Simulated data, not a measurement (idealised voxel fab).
process module | voxel air gaps
cross-section cut | 210 nm wide | cells 5 nm
A cross-section is a grid of square cells, given in bands from the top down. A band is one or more rows of cells.
Each band's line starts with the height of the band's top and of its bottom, in nm. Then come its materials from left to right, each with its width in nm. One material with "throughout" fills the band from edge to edge. "air" is empty space.
Height 0 is the level under which the wafer as received is all one material. The lowest band goes on downwards, as in "0 down".
A width such as "30 to 40" changes by the same amount from each row of cells to the next, from the band's top row to its bottom row.
"no change" after a step means that no cell of the cross-section changed.
closed voids: empty space of 8 cells or more with no open way to the top, each as width x height at its distance from the left edge, in nm
after a step's settings: what the simulator itself notes on the step
overlay nm, on a step with a mask: how far to the right of its planned place the mask lay; to the left if negative
plan
1 op RECEIVE | material Si
2 op CONFORMAL_DEP | material SiO2 | thk nm 15
3 op CONFORMAL_DEP | material SiCN | thk nm 5
4 op DIRECTIONAL_DEP | material SiO2 | thk nm 40
5 op DIRECTIONAL_DEP | material aC | thk nm 15
6 op PATTERN | tone open | mask id LINES | material resist | width nm 20 | pitch nm 50 | thk nm 35 | overlay nm 0
7 op DIRECTIONAL_ETCH | etch materials aC | depth nm 15
8 op STRIP | etch materials resist
9 op DIRECTIONAL_ETCH | etch materials SiO2 | depth nm 40
10 op STRIP | etch materials aC
11 op CONFORMAL_DEP | material TiN | thk nm 5
12 op FILL_DEP | material Ru | thk nm 10
13 op CMP | height nm 60
14 op EPI | material Ru | thk nm 10
15 op SELECTIVE_ETCH | etch materials SiO2 | depth nm 50
16 op CONFORMAL_DEP | material SiCN | thk nm 5
as received, after step 1
  0 down: Si throughout
  closed voids: none
first wafer at the end, as planned
  75 to 70: air 5 | SiCN 200 | air 5
  70 to 60: air 5 | SiCN 5 | Ru 40 | SiCN 10 | Ru 40 | SiCN 10 | Ru 40 | SiCN 10 | Ru 40 | SiCN 5 | air 5
  60 to 55: air 5 | SiCN 15 | TiN 5 | Ru 10 | TiN 5 | SiCN 30 | TiN 5 | Ru 10 | TiN 5 | SiCN 30 | TiN 5 | Ru 10 | TiN 5 | SiCN 30 | TiN 5 | Ru 10 | TiN 5 | SiCN 15 | air 5
  55 to 25: air 15 | SiCN 5 | TiN 5 | Ru 10 | TiN 5 | SiCN 5 | air 20 | SiCN 5 | TiN 5 | Ru 10 | TiN 5 | SiCN 5 | air 20 | SiCN 5 | TiN 5 | Ru 10 | TiN 5 | SiCN 5 | air 20 | SiCN 5 | TiN 5 | Ru 10 | TiN 5 | SiCN 5 | air 15
  25 to 20: SiCN 20 | TiN 20 | SiCN 30 | TiN 20 | SiCN 30 | TiN 20 | SiCN 30 | TiN 20 | SiCN 20
  20 to 15: SiCN throughout
  15 to 0: SiO2 throughout
  0 down: Si throughout
  closed voids: 20 x 30 at 45; 20 x 30 at 95; 20 x 30 at 145
second wafer at the end: like start, like plan, one mistake
  75 to 70: air 5 | SiCN 205
  70 to 60: air 5 | SiCN 5 | Ru 45 | SiCN 5 | Ru 45 | SiCN 5 | Ru 45 | SiCN 5 | Ru 45 | SiCN 5
  60 to 55: air 5 | SiCN 15 | TiN 5 | Ru 15 | TiN 5 | SiCN 25 | TiN 5 | Ru 15 | TiN 5 | SiCN 25 | TiN 5 | Ru 15 | TiN 5 | SiCN 25 | TiN 5 | Ru 15 | TiN 5 | SiCN 15
  55 to 25: air 15 | SiCN 5 | TiN 5 | Ru 15 | TiN 5 | SiCN 5 | air 15 | SiCN 5 | TiN 5 | Ru 15 | TiN 5 | SiCN 5 | air 15 | SiCN 5 | TiN 5 | Ru 15 | TiN 5 | SiCN 5 | air 15 | SiCN 5 | TiN 5 | Ru 15 | TiN 5 | SiCN 5 | air 10
  25 to 20: SiCN 20 | TiN 25 | SiCN 25 | TiN 25 | SiCN 25 | TiN 25 | SiCN 25 | TiN 25 | SiCN 15
  20 to 15: SiCN throughout
  15 to 0: SiO2 throughout
  0 down: Si throughout
  closed voids: 15 x 30 at 50; 15 x 30 at 100; 15 x 30 at 150; 10 x 30 at 200
what went wrong: step 6 ran as: op PATTERN | tone open | mask id LINES | material resist | width nm 25 | pitch nm 50 | thk nm 35 | overlay nm 0
at the end the second wafer has, in cells: 36 more of Ru | 12 fewer of SiCN | 4 more of TiN
closed voids at the end (first wafer, second wafer): 3, 4
